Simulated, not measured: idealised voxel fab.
process module | voxel wiring stack
cross-section cut | 195 nm wide | cells 5 nm
A cross-section is a grid of square cells, given in bands from the top down. A band is one or more rows of cells.
Each band's line starts with the height of the band's top and of its bottom, in nm. Then come its materials from left to right, each with its width in nm. One material with "throughout" fills the band from edge to edge. "air" is empty space.
Height 0 is the level under which the wafer as received is all one material. The lowest band goes on downwards, as in "0 down".
A width such as "30 to 40" changes by the same amount from each row of cells to the next, from the band's top row to its bottom row.
"no change" after a step means that no cell of the cross-section changed.
closed voids: empty space of 8 cells or more with no open way to the top, each as width x height at its distance from the left edge, in nm
after a step's settings: what the simulator itself notes on the step
overlay nm, on a step with a mask: how far to the right of its planned place the mask lay; to the left if negative
plan
1 op RECEIVE | material Si
2 op CONFORMAL_DEP | material SiO2 | thk nm 15
3 op CONFORMAL_DEP | material SiCN | thk nm 5
4 op DIRECTIONAL_DEP | material SiO2 | thk nm 20
5 op MASKED_ETCH | tone open | mask id METAL_1 | width nm 30 | pitch nm 45 | etch materials SiO2 | depth nm 20 | overlay nm 0
6 op MASKED_ETCH | tone open | mask id METAL_1 | width nm 30 | pitch nm 45 | etch materials SiCN | depth nm 5 | overlay nm 0
7 op CONFORMAL_DEP | material TiN | thk nm 5
8 op FILL_DEP | material W | thk nm 10
9 op CMP | height nm 40
10 op CONFORMAL_DEP | material SiCN | thk nm 5
11 op DIRECTIONAL_DEP | material SiO2 | thk nm 15
12 op MASKED_ETCH | tone open | mask id PLUG_1 | width nm 15 | pitch nm 45 | etch materials SiO2 | depth nm 15 | overlay nm 0
13 op MASKED_ETCH | tone open | mask id PLUG_1 | width nm 15 | pitch nm 45 | etch materials SiCN | depth nm 5 | overlay nm 0
14 op CONFORMAL_DEP | material TiN | thk nm 5
15 op FILL_DEP | material Cu | thk nm 10
16 op CMP | height nm 60
17 op CONFORMAL_DEP | material SiCN | thk nm 5
18 op DIRECTIONAL_DEP | material lowk | thk nm 25
19 op DIRECTIONAL_DEP | material aC | thk nm 10
20 op PATTERN | tone open | mask id METAL_2 | material resist | width nm 30 | pitch nm 45 | thk nm 30 | overlay nm 0
21 op DIRECTIONAL_ETCH | etch materials aC | depth nm 10
22 op STRIP | etch materials resist
23 op DIRECTIONAL_ETCH | etch materials lowk | depth nm 25
24 op DIRECTIONAL_ETCH | etch materials SiCN | depth nm 5
25 op STRIP | etch materials aC
26 op CONFORMAL_DEP | material TiN | thk nm 5
27 op FILL_DEP | material Ru | thk nm 10
28 op CMP | height nm 90
29 op CONFORMAL_DEP | material SiCN | thk nm 5
as received, after step 1
  0 down: Si throughout
  closed voids: none
first wafer at the end, as planned
  95 to 90: SiCN throughout
  90 to 65: lowk 60 | TiN 5 | Ru 20 | TiN 5 | lowk 15 | TiN 5 | Ru 20 | TiN 5 | lowk 60
  65 to 60: SiCN 60 | TiN 30 | SiCN 15 | TiN 30 | SiCN 60
  60 to 45: SiO2 60 | TiN 5 | Cu 5 | TiN 5 | SiO2 30 | TiN 5 | Cu 5 | TiN 5 | SiO2 75
  45 to 40: SiCN 60 | TiN 15 | SiCN 30 | TiN 15 | SiCN 75
  40 to 20: SiO2 60 | TiN 5 | W 20 | TiN 5 | SiO2 15 | TiN 5 | W 20 | TiN 5 | SiO2 60
  20 to 15: SiCN 60 | TiN 30 | SiCN 15 | TiN 30 | SiCN 60
  15 to 0: SiO2 throughout
  0 down: Si throughout
  closed voids: none
second wafer at the end: like start, like plan, one mistake
  95 to 90: SiCN throughout
  90 to 65: lowk 60 | TiN 5 | Ru 20 | TiN 5 | lowk 15 | TiN 5 | Ru 20 | TiN 5 | lowk 60
  65 to 60: SiCN 60 | TiN 30 | SiCN 15 | TiN 30 | SiCN 60
  60 to 45: SiO2 60 | TiN 5 | Cu 5 | TiN 5 | SiO2 30 | TiN 5 | Cu 5 | TiN 5 | SiO2 75
  45 to 40: SiCN 60 | TiN 15 | SiCN 30 | TiN 15 | SiCN 75
  40 to 25: SiO2 60 | TiN 5 | W 20 | TiN 5 | SiO2 15 | TiN 5 | W 20 | TiN 5 | SiO2 60
  25 to 20: SiO2 60 | TiN 15 | W 10 | TiN 5 | SiO2 15 | TiN 15 | W 10 | TiN 5 | SiO2 60
  20 to 15: SiCN 70 | TiN 20 | SiCN 25 | TiN 20 | SiCN 60
  15 to 0: SiO2 throughout
  0 down: Si throughout
  closed voids: none
what went wrong: step 6 ran as: op MASKED_ETCH | tone open | mask id METAL_1 | width nm 30 | pitch nm 45 | etch materials SiCN | depth nm 5 | overlay nm 10
at the end the second wafer has, in cells: 4 more of SiCN | 4 fewer of W
